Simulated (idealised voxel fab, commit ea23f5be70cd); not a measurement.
Process module heading - voxel lift off
For reference, the cross-section in this document is cut, with width 175 nm and square cells of 5 nm.
Notation: cross-section as square-cell grid; stated in bands, top first, going down; one or more cell rows per band. Quick guide to a band line: top height, bottom height (nm) up front; then every material left to right with its width in nm. Only one material and it's marked "throughout"? Then it fills the band edge to edge. And "empty" just means empty space. Height 0 is the level under which the wafer as received is all one material. The lowest band goes on downwards, as in "top 0, no bottom". Top row gets the first number, bottom row gets the second, and each row in between changes by the same step: that is how a band width like "30->40" works. "no modifications" -> step changed no cross-section cell. You'll see "Trapped void list" listing empty spaces that have no way open to the top, as long as they're 8 cells or more; the notation is width x height at distance, where the distance is from the left edge, and all of it is in nm. Where a step's line continues beyond its settings, the continuation is a remark by the simulator itself on that step. overlay nm, on a step with a mask: how far to the right of its planned place the mask lay; to the left if negative.

SET OUT BELOW ARE THE PLANNED STEPS OF THE PROCESS
1,RECEIVE, material Si
2,CONFORMAL_DEP, material SiN, thk nm 10
3,PATTERN, tone open, mask id LINES, material resist, width nm 15, pitch nm 45, thk nm 20, overlay nm -15
4,DIRECTIONAL_DEP, material Ru, thk nm 10
5,STRIP, etch materials resist
6,CONFORMAL_DEP, material SiN, thk nm 5
Be aware that, although all wafers share a common starting state, the overlay nm at step 3 differs among them, and the plan displays the first wafer's value.

HERE'S THE FIRST OF THE WAFERS IN CROSS-SECTION, JUST AS WE GOT IT, I.E. AFTER STEP 1
    top 0, no bottom | Si throughout
    Trapped void list: none

EACH ROW BELOW IS A WAFER AT THE END OF THE MODULE, LISTING FOR EVERY MATERIAL THE NUMBER OF CELLS IT HAS GAINED (+) OR LOST (-) SINCE IT WAS RECEIVED, FOLLOWED BY ITS CLOSED VOIDS
overlay nm -15; +18 Ru; +117 SiN; Trapped void list: none
overlay nm -10; +18 Ru; +117 SiN; Trapped void list: none
overlay nm -5; +18 Ru; +117 SiN; Trapped void list: none
overlay nm 0; +18 Ru; +117 SiN; Trapped void list: none
overlay nm 5; +18 Ru; +117 SiN; Trapped void list: none
overlay nm 10; +18 Ru; +117 SiN; Trapped void list: none
overlay nm 15; +18 Ru; +117 SiN; Trapped void list: none
